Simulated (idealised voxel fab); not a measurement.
process module | voxel capacitor over wiring
cross-section cut | 155 nm wide | cells 5 nm
A cross-section is a grid of square cells, given in bands from the top down. A band is one or more rows of cells.
Each band's line starts with the height of the band's top and of its bottom, in nm. Then come its materials from left to right, each with its width in nm. One material with "throughout" fills the band from edge to edge. "air" is empty space.
Height 0 is the level under which the wafer as received is all one material. The lowest band goes on downwards, as in "0 down".
A width such as "30 to 40" changes by the same amount from each row of cells to the next, from the band's top row to its bottom row.
"no change" after a step means that no cell of the cross-section changed.
closed voids: empty space of 8 cells or more with no open way to the top, each as width x height at its distance from the left edge, in nm
after a step's settings: what the simulator itself notes on the step
overlay nm, on a step with a mask: how far to the right of its planned place the mask lay; to the left if negative
plan
1 op RECEIVE | material Si
2 op CONFORMAL_DEP | material SiO2 | thk nm 15
3 op CONFORMAL_DEP | material SiCN | thk nm 5
4 op DIRECTIONAL_DEP | material SiO2 | thk nm 25
5 op DIRECTIONAL_DEP | material aC | thk nm 10
6 op PATTERN | tone open | mask id METAL_1 | material resist | width nm 30 | pitch nm 95 | thk nm 30 | overlay nm 0
7 op DIRECTIONAL_ETCH | etch materials aC | depth nm 10
8 op STRIP | etch materials resist
9 op DIRECTIONAL_ETCH | etch materials SiO2 | depth nm 25
10 op DIRECTIONAL_ETCH | etch materials SiCN | depth nm 5
11 op STRIP | etch materials aC
12 op CONFORMAL_DEP | material TiN | thk nm 5
13 op FILL_DEP | material Cu | thk nm 10
14 op CMP | height nm 45
15 op CONFORMAL_DEP | material SiCN | thk nm 5
16 op DIRECTIONAL_DEP | material SiO2 | thk nm 10
17 op MASKED_ETCH | tone open | mask id PLUG_1 | width nm 15 | etch materials SiO2 | depth nm 10 | overlay nm 0
18 op MASKED_ETCH | tone open | mask id PLUG_1 | width nm 15 | etch materials SiCN | depth nm 5 | overlay nm 0
19 op CONFORMAL_DEP | material TiN | thk nm 5
20 op FILL_DEP | material W | thk nm 10
21 op CMP | height nm 60
22 op DIRECTIONAL_DEP | material TiN | thk nm 10
23 op DIRECTIONAL_DEP | material HfO2 | thk nm 5
24 op DIRECTIONAL_DEP | material TiN | thk nm 10
25 op PATTERN | tone cover | mask id UPPER_PLATE | material resist | width nm 70 | thk nm 15 | overlay nm 0
26 op DIRECTIONAL_ETCH | etch materials TiN | depth nm 10
27 op DIRECTIONAL_ETCH | etch materials HfO2 | depth nm 5
28 op STRIP | etch materials resist
29 op DIRECTIONAL_DEP | material aC | thk nm 10
30 op PATTERN | tone cover | mask id LOWER_PLATE | material resist | width nm 80 | thk nm 25 | overlay nm 0
31 op DIRECTIONAL_ETCH | etch materials aC | depth nm 10
32 op STRIP | etch materials resist
33 op DIRECTIONAL_ETCH | etch materials TiN | depth nm 10
34 op STRIP | etch materials aC
35 op FILL_DEP | material SiO2 | thk nm 20
36 op CMP | height nm 100
37 op MASKED_ETCH | tone open | mask id PLUG_2 | width nm 15 | etch materials SiO2 | depth nm 15 | overlay nm 0
38 op CONFORMAL_DEP | material TiN | thk nm 5
39 op FILL_DEP | material Ru | thk nm 10
40 op CMP | height nm 100
41 op CONFORMAL_DEP | material SiCN | thk nm 5
as received, after step 1
  0 down: Si throughout
  closed voids: none
a wafer at the end: this start, this plan, one mistake
  105 to 100: SiCN throughout
  100 to 90: SiO2 40 | TiN 5 | Ru 5 | TiN 5 | SiO2 100
  90 to 85: SiO2 40 | TiN 15 | SiO2 100
  85 to 75: SiO2 30 | TiN 70 | SiO2 55
  75 to 70: SiO2 30 | HfO2 70 | SiO2 55
  70 to 60: SiO2 25 | TiN 80 | SiO2 50
  60 to 50: SiO2 35 | W 5 | SiO2 115
  50 to 45: SiCN 30 | SiO2 15 | SiCN 110
  45 to 20: SiO2 15 | TiN 5 | Cu 20 | TiN 5 | SiO2 65 | TiN 5 | Cu 20 | TiN 5 | SiO2 15
  20 to 15: SiCN 15 | TiN 30 | SiCN 65 | TiN 30 | SiCN 15
  15 to 0: SiO2 throughout
  0 down: Si throughout
  closed voids: none
what went wrong: step 19 ran as: op CONFORMAL_DEP | material SiO2 | thk nm 5
